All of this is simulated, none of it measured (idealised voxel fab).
This section sets out a process module, namely voxel transistor to metal.
Cross-sectional view cut (width: 285 nm; square cell size: 5 nm).
Format of a cross-section: grid, square cells. Given as bands. Order: top down. Band: one or more rows of cells.
Each band's line starts with the height of the band's top and of its bottom, in nm. Then come its materials from left to right, each with its width in nm. One material with "full width" fills the band from edge to edge. "empty" is empty space.
Height 0 is the level under which the wafer as received is all one material. The lowest band goes on downwards, as in "z 0 and below".
The two numbers in a width such as "30..40" mark its ends across the band: the first belongs to the top row of cells, the second to the bottom row, and from each row to the next the width moves by the same amount.
"no modifications" means the step left every cell of the cross-section as it was.
Closed empty spaces (no open way to the top) of 8 cells or more are what "Closed empty spaces" lists, each as width x height at distance from the left edge, nm for all three.
Anything after a step's settings on that line? It's the simulator's own note about the step.
You can add "overlay nm" to a step's line. For a step with a mask, it describes how far the mask lay to the right of its planned position, and a negative number describes a lay to the left.
**List of planned process steps**
- 1: RECEIVE: material Si
- 2: OXIDIZE: depth nm 5
- 3: CONFORMAL_DEP: material SiN, thk nm 10
- 4: MASKED_ETCH: tone cover, mask id ACTIVE, width nm 110, pitch nm 140, etch materials SiN, depth nm 10, overlay nm 0
- 5: MASKED_ETCH: tone cover, mask id ACTIVE, width nm 110, pitch nm 140, etch materials SiO2, depth nm 5, overlay nm 0
- 6: MASKED_ETCH: tone cover, mask id ACTIVE, width nm 110, pitch nm 140, etch materials Si, depth nm 35, overlay nm 0
- 7: OXIDIZE: depth nm 5
- 8: FILL_DEP: material SiO2, thk nm 5
- 9: CMP: height nm 10
- 10: SELECTIVE_ETCH: etch materials SiO2, depth nm 10
- 11: STRIP: etch materials SiN
- 12: SELECTIVE_ETCH: etch materials SiO2, depth nm 5
- 13: OXIDIZE: depth nm 5
- 14: DIRECTIONAL_DEP: material polySi, thk nm 30
- 15: DIRECTIONAL_DEP: material SiCN, thk nm 15
- 16: DIRECTIONAL_DEP: material aC, thk nm 15
- 17: PATTERN: tone cover, mask id GATE, material resist, width nm 20, pitch nm 140, thk nm 30, overlay nm 0
- 18: DIRECTIONAL_ETCH: etch materials aC, depth nm 15
- 19: STRIP: etch materials resist
- 20: DIRECTIONAL_ETCH: etch materials SiCN, depth nm 25
- 21: DIRECTIONAL_ETCH: etch materials polySi, depth nm 40
- 22: STRIP: etch materials aC
- 23: CONFORMAL_DEP: material SiO2, thk nm 5
- 24: DIRECTIONAL_ETCH: etch materials SiO2, depth nm 5
- 25: CONFORMAL_DEP: material SiN, thk nm 5
- 26: DIRECTIONAL_ETCH: etch materials SiN, depth nm 5
- 27: DIRECTIONAL_ETCH: etch materials SiO2, depth nm 5
- 28: EPI: material pSi, thk nm 5
- 29: FILL_DEP: material SiO2, thk nm 10
- 30: CMP: height nm 40
- 31: DIRECTIONAL_DEP: material SiO2, thk nm 15
- 32: PATTERN: tone open, mask id CONTACT, material resist, width nm 20, pitch nm 70, thk nm 20, overlay nm 0
- 33: DIRECTIONAL_ETCH: etch materials SiO2, depth nm 60
- 34: STRIP: etch materials resist
- 35: CONFORMAL_DEP: material TiN, thk nm 5
- 36: FILL_DEP: material W, thk nm 5
- 37: CMP: height nm 55
- 38: CONFORMAL_DEP: material SiCN, thk nm 5
- 39: DIRECTIONAL_DEP: material SiO2, thk nm 20
- 40: PATTERN: tone open, mask id METAL_1, material resist, width nm 20, pitch nm 70, thk nm 15, overlay nm 0
- 41: DIRECTIONAL_ETCH: etch materials SiO2, depth nm 20
- 42: DIRECTIONAL_ETCH: etch materials SiCN, depth nm 5
- 43: STRIP: etch materials resist
- 44: CONFORMAL_DEP: material TiN, thk nm 5
- 45: FILL_DEP: material Cu, thk nm 10
- 46: CMP: height nm 80
- 47: CONFORMAL_DEP: material SiN, thk nm 5
**Incoming wafer, cross-sectional view, post step 1**
> z 0 and below: Si full width
> Closed empty spaces: none
**Here's the wafer cut in cross-section after the module, started and planned just like above, except one thing was done wrong in the run**
> z 85 to 80: SiN full width
> z 80 to 60: SiO2: 25, TiN: 5, Cu: 10, TiN: 5, SiO2: 50, TiN: 5, Cu: 10, TiN: 5, SiO2: 50, TiN: 5, Cu: 10, TiN: 5, SiO2: 50, TiN: 5, Cu: 10, TiN: 5, SiO2: 30
> z 60 to 55: SiCN: 25, TiN: 20, SiCN: 50, TiN: 20, SiCN: 50, TiN: 20, SiCN: 50, TiN: 20, SiCN: 30
> z 55 to 40: SiO2: 30, TiN: 5, W: 5, TiN: 5, SiO2: 55, TiN: 5, W: 5, TiN: 5, SiO2: 55, TiN: 5, W: 5, TiN: 5, SiO2: 55, TiN: 5, W: 5, TiN: 5, SiO2: 30
> z 40 to 25: SiO2: 30, TiN: 5, W: 5, TiN: 5, SiO2: 5, SiN: 5, SiO2: 5, SiCN: 20, SiO2: 5, SiN: 5, SiO2: 10, TiN: 5, W: 5, TiN: 5, SiO2: 55, TiN: 5, W: 5, TiN: 5, SiO2: 5, SiN: 5, SiO2: 5, SiCN: 20, SiO2: 5, SiN: 5, SiO2: 10, TiN: 5, W: 5, TiN: 5, SiO2: 30
> z 25 to 0: SiO2: 30, TiN: 5, W: 5, TiN: 5, SiO2: 5, SiN: 5, SiO2: 5, polySi: 20, SiO2: 5, SiN: 5, SiO2: 10, TiN: 5, W: 5, TiN: 5, SiO2: 55, TiN: 5, W: 5, TiN: 5, SiO2: 5, SiN: 5, SiO2: 5, polySi: 20, SiO2: 5, SiN: 5, SiO2: 10, TiN: 5, W: 5, TiN: 5, SiO2: 30
> z 0 to -5: SiO2: 30, TiN: 15, SiO2: 5, SiN: 5, SiO2: 5, polySi: 20, SiO2: 5, SiN: 5, SiO2: 10, TiN: 15, SiO2: 55, TiN: 15, SiO2: 5, SiN: 5, SiO2: 5, polySi: 20, SiO2: 5, SiN: 5, SiO2: 10, TiN: 15, SiO2: 30
> z -5 to -10: SiO2: 15, pSi: 35, SiO2: 40, pSi: 35, SiO2: 30, pSi: 35, SiO2: 40, pSi: 35, SiO2: 20
> z -10 to -45: SiO2: 20, Si: 100, SiO2: 40, Si: 100, SiO2: 25
> z -45 and below: Si full width
> Closed empty spaces: none
In executing the process, a mistake was made relative to the plan: step 32 changed vs plan, executed as PATTERN: tone open, mask id CONTACT, material resist, width nm 15, pitch nm 70, thk nm 20, overlay nm 0
